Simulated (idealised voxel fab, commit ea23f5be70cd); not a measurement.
This section sets out a process module, namely voxel self aligned vias.
For reference, the cross-section in this document is cut, with width 180 nm and square cells of 5 nm.
A cross-section is a grid of square cells, given in bands from the top down. A band is one or more rows of cells.
Band: top and bottom heights (nm) first, top before bottom; then materials from left to right, widths in nm. "all across" marks a sole material filling the band edge to edge. "empty" denotes empty space.
Measure heights from 0. That's the level where, below it, the as-received wafer is all one material. The lowest band is bottomless and extends downward; write it as in "0 and below".
When a width is written as two numbers, as in "30 to 40", the first number is the width in the top row of cells of the band and the second is the width in its bottom row, and the width changes by the same amount from each row to the next.
Take "left unchanged" at face value: in the step it is given for, the cross-section changed in none of its cells.
"Voids, sealed": sealed empty spaces, 8 cells or more, no open way to top, listed width x height at distance, with distance from the left edge and width, height and distance in nm.
On a step's line, text after the settings is the simulator commenting on that step.
overlay nm: for a step with a mask, the amount by which the mask lay right of where it was planned; a negative amount means left of it.
[Steps in the process plan]
1. RECEIVE with material Si
2. CONFORMAL_DEP with material SiO2, thk nm 15
3. CONFORMAL_DEP with material SiCN, thk nm 5
4. DIRECTIONAL_DEP with material SiO2, thk nm 25
5. PATTERN with tone open, mask id LINES, material resist, width nm 20, pitch nm 70, thk nm 20, overlay nm 0
6. DIRECTIONAL_ETCH with etch materials SiO2, depth nm 25
7. STRIP with etch materials resist
8. CONFORMAL_DEP with material TiN, thk nm 5
9. FILL_DEP with material Ru, thk nm 5
10. CMP with height nm 45
11. SELECTIVE_ETCH with etch materials W Ru TiN, depth nm 5
12. FILL_DEP with material SiN, thk nm 5
13. CMP with height nm 45
14. DIRECTIONAL_DEP with material SiO2, thk nm 15
15. PATTERN with tone open, mask id VIAS, material resist, width nm 40, pitch nm 70, thk nm 20, overlay nm 0
16. DIRECTIONAL_ETCH with etch materials SiO2, depth nm 15
17. DIRECTIONAL_ETCH with etch materials SiN, depth nm 5
18. STRIP with etch materials resist
19. CONFORMAL_DEP with material TiN, thk nm 5
20. FILL_DEP with material Cu, thk nm 10
21. CMP with height nm 60
22. CONFORMAL_DEP with material SiN, thk nm 5
[Cross-section of the incoming wafer, state after step 1]
- 0 and below: Si all across
- Voids, sealed: none
[Run as planned - first of the two wafers cross-sectioned at the end of the module]
- 65 down to 60: SiN all across
- 60 down to 50: 35 of SiO2 | 5 of TiN | 30 of Cu | 5 of TiN | 30 of SiO2 | 5 of TiN | 30 of Cu | 5 of TiN | 35 of SiO2
- 50 down to 45: 35 of SiO2 | 15 of TiN | 10 of Cu | 15 of TiN | 30 of SiO2 | 15 of TiN | 10 of Cu | 15 of TiN | 35 of SiO2
- 45 down to 40: 45 of SiO2 | 20 of TiN | 50 of SiO2 | 20 of TiN | 45 of SiO2
- 40 down to 25: 45 of SiO2 | 5 of TiN | 10 of Ru | 5 of TiN | 50 of SiO2 | 5 of TiN | 10 of Ru | 5 of TiN | 45 of SiO2
- 25 down to 20: 45 of SiO2 | 20 of TiN | 50 of SiO2 | 20 of TiN | 45 of SiO2
- 20 down to 15: SiCN all across
- 15 down to 0: SiO2 all across
- 0 and below: Si all across
- Voids, sealed: none
[Cross-sectional view: second of two wafers, end of module; start and plan identical to the first, one mistake in running]
- 60 down to 55: SiN all across
- 55 down to 45: 35 of SiO2 | 5 to 15 of TiN | 30 to 10 of Cu | 5 to 15 of TiN | 30 of SiO2 | 5 to 15 of TiN | 30 to 10 of Cu | 5 to 15 of TiN | 35 of SiO2
- 45 down to 40: 45 of SiO2 | 20 of TiN | 50 of SiO2 | 20 of TiN | 45 of SiO2
- 40 down to 25: 45 of SiO2 | 5 of TiN | 10 of Ru | 5 of TiN | 50 of SiO2 | 5 of TiN | 10 of Ru | 5 of TiN | 45 of SiO2
- 25 down to 20: 45 of SiO2 | 20 of TiN | 50 of SiO2 | 20 of TiN | 45 of SiO2
- 20 down to 15: SiCN all across
- 15 down to 0: SiO2 all across
- 0 and below: Si all across
- Voids, sealed: none
Want to know what went wrong? step 21 went in with a setting other than planned; the actual run was CMP with height nm 55
Counted in cells at the end, the second wafer holds more or fewer of these materials than the first: 12 fewer of Cu; 20 fewer of SiO2; 4 fewer of TiN
